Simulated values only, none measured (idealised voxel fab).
Proc. module: voxel self aligned contacts
We display cut, a cross-section 205 nm in width whose square cells are each 5 nm.
If you're reading a cross-section in this doc, picture square cells in a grid; it comes to you as bands, top ones listed first down to the bottom, and a band can be one or more rows of cells.
A band entry consists of two parts. The first gives the height of the band's top and the height of its bottom, in nm. The rest lists the band's materials from left to right, each with its width in nm. A single material labelled with the word "all across" fills the band from edge to edge, and the word "empty" marks empty space.
Counting heights begins at 0, where everything beneath is, in the wafer as received, one material. The lowest band has no bottom; it goes on downwards, as "0 down" shows.
Think of "30 to 40" as a width that walks from the first number to the second as you go down the band, top row to bottom row, taking equal-sized steps from row to row.
The cross-section has no changed cell in any step marked "changes: none".
"Enclosed empty spaces" - sealed voids, min. 8 cells, no opening to top; format: width x height at distance (distance from left edge; nm throughout).
Formally, on a step line, whatever follows the settings is a remark that the simulator itself makes on the step.
overlay nm: mask right of planned place by this much (step with mask). Neg. = left.
## Set out below are the planned steps of the process
- 1: RECEIVE,material Si
- 2: CONFORMAL_DEP,material SiO2,thk nm 5
- 3: DIRECTIONAL_DEP,material polySi,thk nm 25
- 4: DIRECTIONAL_DEP,material SiN,thk nm 20
- 5: PATTERN,tone cover,mask id GATE,material resist,width nm 35,pitch nm 70,thk nm 15,overlay nm 0
- 6: DIRECTIONAL_ETCH,etch materials SiN,depth nm 20
- 7: DIRECTIONAL_ETCH,etch materials polySi,depth nm 25
- 8: STRIP,etch materials resist
- 9: CONFORMAL_DEP,material SiN,thk nm 5
- 10: DIRECTIONAL_ETCH,etch materials SiN,depth nm 5
- 11: FILL_DEP,material SiO2,thk nm 10
- 12: CMP,height nm 55
- 13: DIRECTIONAL_DEP,material aC,thk nm 10
- 14: PATTERN,tone open,mask id CONTACT,material resist,width nm 55,pitch nm 70,thk nm 25,overlay nm 0
- 15: DIRECTIONAL_ETCH,etch materials aC,depth nm 10
- 16: STRIP,etch materials resist
- 17: DIRECTIONAL_ETCH,etch materials SiO2,depth nm 55
- 18: STRIP,etch materials aC
- 19: CONFORMAL_DEP,material TiN,thk nm 5
- 20: FILL_DEP,material Ru,thk nm 5
- 21: CMP,height nm 55
- 22: CONFORMAL_DEP,material SiN,thk nm 5
## Run as planned: first of two wafers
## Shown in cross-section is the wafer as received, that is, as it stands after step 1
  0 down: Si all across
  Enclosed empty spaces: none
## Upon completion of step 2, the wafer appears in cross-section as shown
  5 to 0: SiO2 all across
  Lower than 0, everything is as it was.
## Upon completion of step 3, the wafer appears in cross-section as shown
  30 to 5: polySi all across
  Lower than 5, everything is as it was.
## Upon completion of step 4, the wafer appears in cross-section as shown
  50 to 30: SiN all across
  Lower than 30, everything is as it was.
## Upon completion of step 5, the wafer appears in cross-section as shown
  65 to 50: empty 15, resist 35, empty 35, resist 35, empty 35, resist 35, empty 15
  Lower than 50, everything is as it was.
## Upon completion of step 6, the wafer appears in cross-section as shown
  65 to 50: empty 15, resist 35, empty 35, resist 35, empty 35, resist 35, empty 15
  50 to 30: empty 15, SiN 35, empty 35, SiN 35, empty 35, SiN 35, empty 15
  Lower than 30, everything is as it was.
## Upon completion of step 7, the wafer appears in cross-section as shown
  65 to 50: empty 15, resist 35, empty 35, resist 35, empty 35, resist 35, empty 15
  50 to 30: empty 15, SiN 35, empty 35, SiN 35, empty 35, SiN 35, empty 15
  30 to 5: empty 15, polySi 35, empty 35, polySi 35, empty 35, polySi 35, empty 15
  Lower than 5, everything is as it was.
## Upon completion of step 8, the wafer appears in cross-section as shown
  50 to 30: empty 15, SiN 35, empty 35, SiN 35, empty 35, SiN 35, empty 15
  Lower than 30, everything is as it was.
## Upon completion of step 9, the wafer appears in cross-section as shown
  55 to 30: empty 10, SiN 45, empty 25, SiN 45, empty 25, SiN 45, empty 10
  30 to 10: empty 10, SiN 5, polySi 35, SiN 5, empty 25, SiN 5, polySi 35, SiN 5, empty 25, SiN 5, polySi 35, SiN 5, empty 10
  10 to 5: SiN 15, polySi 35, SiN 35, polySi 35, SiN 35, polySi 35, SiN 15
  Lower than 5, everything is as it was.
## Upon completion of step 10, the wafer appears in cross-section as shown
  50 to 30: empty 10, SiN 45, empty 25, SiN 45, empty 25, SiN 45, empty 10
  30 to 5: empty 10, SiN 5, polySi 35, SiN 5, empty 25, SiN 5, polySi 35, SiN 5, empty 25, SiN 5, polySi 35, SiN 5, empty 10
  Lower than 5, everything is as it was.
## Upon completion of step 11, the wafer appears in cross-section as shown
  60 to 50: SiO2 all across
  50 to 30: SiO2 10, SiN 45, SiO2 25, SiN 45, SiO2 25, SiN 45, SiO2 10
  30 to 5: SiO2 10, SiN 5, polySi 35, SiN 5, SiO2 25, SiN 5, polySi 35, SiN 5, SiO2 25, SiN 5, polySi 35, SiN 5, SiO2 10
  Lower than 5, everything is as it was.
## Upon completion of step 12, the wafer appears in cross-section as shown
  55 to 50: SiO2 all across
  Lower than 50, everything is as it was.
## Upon completion of step 13, the wafer appears in cross-section as shown
  65 to 55: aC all across
  Lower than 55, everything is as it was.
## Upon completion of step 14, the wafer appears in cross-section as shown
  90 to 65: resist 40, empty 55, resist 15, empty 55, resist 40
  Lower than 65, everything is as it was.
## Upon completion of step 15, the wafer appears in cross-section as shown
  80 to 65: resist 40, empty 55, resist 15, empty 55, resist 40
  65 to 55: aC 40, empty 55, aC 15, empty 55, aC 40
  Lower than 55, everything is as it was.
## Upon completion of step 16, the wafer appears in cross-section as shown
  65 to 55: aC 40, empty 55, aC 15, empty 55, aC 40
  Lower than 55, everything is as it was.
## Upon completion of step 17, the wafer appears in cross-section as shown
  65 to 55: aC 40, empty 55, aC 15, empty 55, aC 40
  55 to 50: SiO2 40, empty 55, SiO2 15, empty 55, SiO2 40
  50 to 30: SiO2 10, SiN 45, empty 25, SiN 45, empty 25, SiN 45, SiO2 10
  30 to 5: SiO2 10, SiN 5, polySi 35, SiN 5, empty 25, SiN 5, polySi 35, SiN 5, empty 25, SiN 5, polySi 35, SiN 5, SiO2 10
  5 to 0: SiO2 55, empty 25, SiO2 45, empty 25, SiO2 55
  Lower than 0, everything is as it was.
## Upon completion of step 18, the wafer appears in cross-section as shown
  55 to 50: SiO2 40, empty 55, SiO2 15, empty 55, SiO2 40
  Lower than 50, everything is as it was.
## Upon completion of step 19, the wafer appears in cross-section as shown
  60 to 55: TiN 45, empty 45, TiN 25, empty 45, TiN 45
  55 to 50: SiO2 40, TiN 20, empty 15, TiN 20, SiO2 15, TiN 20, empty 15, TiN 20, SiO2 40
  50 to 30: SiO2 10, SiN 45, TiN 5, empty 15, TiN 5, SiN 45, TiN 5, empty 15, TiN 5, SiN 45, SiO2 10
  30 to 5: SiO2 10, SiN 5, polySi 35, SiN 5, TiN 5, empty 15, TiN 5, SiN 5, polySi 35, SiN 5, TiN 5, empty 15, TiN 5, SiN 5, polySi 35, SiN 5, SiO2 10
  5 to 0: SiO2 55, TiN 25, SiO2 45, TiN 25, SiO2 55
  Lower than 0, everything is as it was.
## Upon completion of step 20, the wafer appears in cross-section as shown
  65 to 60: Ru all across
  60 to 55: TiN 45, Ru 45, TiN 25, Ru 45, TiN 45
  55 to 50: SiO2 40, TiN 20, Ru 15, TiN 20, SiO2 15, TiN 20, Ru 15, TiN 20, SiO2 40
  50 to 30: SiO2 10, SiN 45, TiN 5, Ru 15, TiN 5, SiN 45, TiN 5, Ru 15, TiN 5, SiN 45, SiO2 10
  30 to 5: SiO2 10, SiN 5, polySi 35, SiN 5, TiN 5, Ru 15, TiN 5, SiN 5, polySi 35, SiN 5, TiN 5, Ru 15, TiN 5, SiN 5, polySi 35, SiN 5, SiO2 10
  Lower than 5, everything is as it was.
## Upon completion of step 21, the wafer appears in cross-section as shown
  55 to 50: SiO2 40, TiN 20, Ru 15, TiN 20, SiO2 15, TiN 20, Ru 15, TiN 20, SiO2 40
  Lower than 50, everything is as it was.
## Upon completion of step 22, the wafer appears in cross-section as shown
  60 to 55: SiN all across
  Lower than 55, everything is as it was.
## Wafer two. Same start, same plan, one slip in execution. Same as wafer one through step 4, inclusive
## Second wafer shown in cross-section at the time step 5 was slated to end
  65 to 50: resist 15, empty 35, resist 35, empty 35, resist 35, empty 35, resist 15
  Lower than 50, everything is as it was.
## Second wafer shown in cross-section at the time step 6 was slated to end
  65 to 50: resist 15, empty 35, resist 35, empty 35, resist 35, empty 35, resist 15
  50 to 30: SiN 15, empty 35, SiN 35, empty 35, SiN 35, empty 35, SiN 15
  Lower than 30, everything is as it was.
## Second wafer shown in cross-section at the time step 7 was slated to end
  65 to 50: resist 15, empty 35, resist 35, empty 35, resist 35, empty 35, resist 15
  50 to 30: SiN 15, empty 35, SiN 35, empty 35, SiN 35, empty 35, SiN 15
  30 to 5: polySi 15, empty 35, polySi 35, empty 35, polySi 35, empty 35, polySi 15
  Lower than 5, everything is as it was.
## Second wafer shown in cross-section at the time step 8 was slated to end
  50 to 30: SiN 15, empty 35, SiN 35, empty 35, SiN 35, empty 35, SiN 15
  Lower than 30, everything is as it was.
## Second wafer shown in cross-section at the time step 9 was slated to end
  55 to 30: SiN 20, empty 25, SiN 45, empty 25, SiN 45, empty 25, SiN 20
  30 to 10: polySi 15, SiN 5, empty 25, SiN 5, polySi 35, SiN 5, empty 25, SiN 5, polySi 35, SiN 5, empty 25, SiN 5, polySi 15
  10 to 5: polySi 15, SiN 35, polySi 35, SiN 35, polySi 35, SiN 35, polySi 15
  Lower than 5, everything is as it was.
## Second wafer shown in cross-section at the time step 10 was slated to end
  50 to 30: SiN 20, empty 25, SiN 45, empty 25, SiN 45, empty 25, SiN 20
  30 to 5: polySi 15, SiN 5, empty 25, SiN 5, polySi 35, SiN 5, empty 25, SiN 5, polySi 35, SiN 5, empty 25, SiN 5, polySi 15
  Lower than 5, everything is as it was.
## Second wafer shown in cross-section at the time step 11 was slated to end
  60 to 50: SiO2 all across
  50 to 30: SiN 20, SiO2 25, SiN 45, SiO2 25, SiN 45, SiO2 25, SiN 20
  30 to 5: polySi 15, SiN 5, SiO2 25, SiN 5, polySi 35, SiN 5, SiO2 25, SiN 5, polySi 35, SiN 5, SiO2 25, SiN 5, polySi 15
  Lower than 5, everything is as it was.
## Second wafer shown in cross-section at the time step 12 was slated to end
  55 to 50: SiO2 all across
  Lower than 50, everything is as it was.
## Second wafer shown in cross-section at the time step 13 was slated to end
  65 to 55: aC all across
  Lower than 55, everything is as it was.
## Second wafer shown in cross-section at the time step 14 was slated to end
  90 to 65: resist 40, empty 55, resist 15, empty 55, resist 40
  Lower than 65, everything is as it was.
## Second wafer shown in cross-section at the time step 15 was slated to end
  80 to 65: resist 40, empty 55, resist 15, empty 55, resist 40
  65 to 55: aC 40, empty 55, aC 15, empty 55, aC 40
  Lower than 55, everything is as it was.
## Second wafer shown in cross-section at the time step 16 was slated to end
  65 to 55: aC 40, empty 55, aC 15, empty 55, aC 40
  Lower than 55, everything is as it was.
## Second wafer shown in cross-section at the time step 17 was slated to end
  65 to 55: aC 40, empty 55, aC 15, empty 55, aC 40
  55 to 50: SiO2 40, empty 55, SiO2 15, empty 55, SiO2 40
  50 to 30: SiN 20, SiO2 20, empty 5, SiN 45, empty 5, SiO2 15, empty 5, SiN 45, empty 5, SiO2 20, SiN 20
  30 to 5: polySi 15, SiN 5, SiO2 20, empty 5, SiN 5, polySi 35, SiN 5, empty 5, SiO2 15, empty 5, SiN 5, polySi 35, SiN 5, empty 5, SiO2 20, SiN 5, polySi 15
  5 to 0: SiO2 40, empty 5, SiO2 45, empty 5, SiO2 15, empty 5, SiO2 45, empty 5, SiO2 40
  Lower than 0, everything is as it was.
## Second wafer shown in cross-section at the time step 18 was slated to end
  55 to 50: SiO2 40, empty 55, SiO2 15, empty 55, SiO2 40
  Lower than 50, everything is as it was.
## Second wafer shown in cross-section at the time step 19 was slated to end
  60 to 55: TiN 45, empty 45, TiN 25, empty 45, TiN 45
  55 to 50: SiO2 40, TiN 55, SiO2 15, TiN 55, SiO2 40
  50 to 30: SiN 20, SiO2 20, TiN 5, SiN 45, TiN 5, SiO2 15, TiN 5, SiN 45, TiN 5, SiO2 20, SiN 20
  30 to 5: polySi 15, SiN 5, SiO2 20, TiN 5, SiN 5, polySi 35, SiN 5, TiN 5, SiO2 15, TiN 5, SiN 5, polySi 35, SiN 5, TiN 5, SiO2 20, SiN 5, polySi 15
  5 to 0: SiO2 40, TiN 5, SiO2 45, TiN 5, SiO2 15, TiN 5, SiO2 45, TiN 5, SiO2 40
  Lower than 0, everything is as it was.
## Second wafer shown in cross-section at the time step 20 was slated to end
  65 to 60: Ru all across
  60 to 55: TiN 45, Ru 45, TiN 25, Ru 45, TiN 45
  Lower than 55, everything is as it was.
## Second wafer shown in cross-section at the time step 21 was slated to end
  55 to 50: SiO2 40, TiN 55, SiO2 15, TiN 55, SiO2 40
  Lower than 50, everything is as it was.
## Second wafer shown in cross-section at the time step 22 was slated to end
  60 to 55: SiN all across
  Lower than 55, everything is as it was.
Deviation from plan: step 5 deviated from plan and actually ran as PATTERN,tone open,mask id GATE,material resist,width nm 35,pitch nm 70,thk nm 15,overlay nm 0
The second wafer ends with more or fewer cells of some materials than the first, per final count: -60 Ru | -4 SiN | +69 SiO2 | -5 polySi
